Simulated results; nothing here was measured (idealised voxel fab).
The following is a process module called voxel tone inversion.
The cross-section shown here is cut; it is 255 nm wide and divided into square cells measuring 5 nm on a side.
Reading order for cross-sections: top band down to bottom band. Underlying form: a grid of square cells. Band size: one or more rows of cells.
Top, bottom (nm), then materials left to right with widths (nm); lone material tagged "edge to edge" fills the whole band edge to edge; "empty" = empty space.
Heights are reckoned from 0. Under this level, the received wafer is all of one material. The bottommost band is open-ended downward, for example "from 0 down".
Width: "30..40" (first number = top row, second number = bottom row, same change from row to row of cells).
The cross-section has no changed cell in any step marked "remained the same".
Enclosed voids (no open way to top), threshold 8 cells or more, entry "Fully sealed cavities", notation width x height at distance, distance from left edge, nm.
Formally, on a step line, whatever follows the settings is a remark that the simulator itself makes on the step.
For masked steps, "overlay nm" on the step line gives how far right of plan the mask actually lay; a minus sign means it lay to the left.
[Listed below are the process steps as planned]
1: RECEIVE, material Si
2: CONFORMAL_DEP, material SiN, thk nm 5
3: DIRECTIONAL_DEP, material aC, thk nm 20
4: PATTERN, tone cover, mask id POSTS, material resist, width nm 20, pitch nm 35, thk nm 30, overlay nm -15
5: DIRECTIONAL_ETCH, etch materials aC, depth nm 20
6: STRIP, etch materials resist
7: FILL_DEP, material SiO2, thk nm 5
8: CMP, height nm 25
9: STRIP, etch materials aC
10: CONFORMAL_DEP, material TiN, thk nm 5
11: FILL_DEP, material W, thk nm 5
12: CMP, height nm 25
13: CONFORMAL_DEP, material SiN, thk nm 5
For clarity, it should be stated that the wafers under discussion commence in an identical condition and differ with respect to the overlay nm of step 4, the plan indicating the value that the first wafer had.
[The first of several wafers, as received after step 1, seen in section]
from 0 down  Si edge to edge
Fully sealed cavities: none
[Basically each wafer gets a line in the table, showing it at the end of the module: material by material, the cells it gained (+) or lost (-) since we got it, then its closed voids]
overlay nm -15; +102 SiN; +156 SiO2; +30 TiN; +18 W; Fully sealed cavities: none
overlay nm -10; +102 SiN; +156 SiO2; +30 TiN; +18 W; Fully sealed cavities: none
overlay nm -5; +102 SiN; +156 SiO2; +30 TiN; +18 W; Fully sealed cavities: none
overlay nm 0; +102 SiN; +156 SiO2; +30 TiN; +18 W; Fully sealed cavities: none
overlay nm 5; +102 SiN; +156 SiO2; +30 TiN; +18 W; Fully sealed cavities: none
overlay nm 10; +102 SiN; +156 SiO2; +30 TiN; +18 W; Fully sealed cavities: none
overlay nm 15; +102 SiN; +156 SiO2; +30 TiN; +18 W; Fully sealed cavities: none
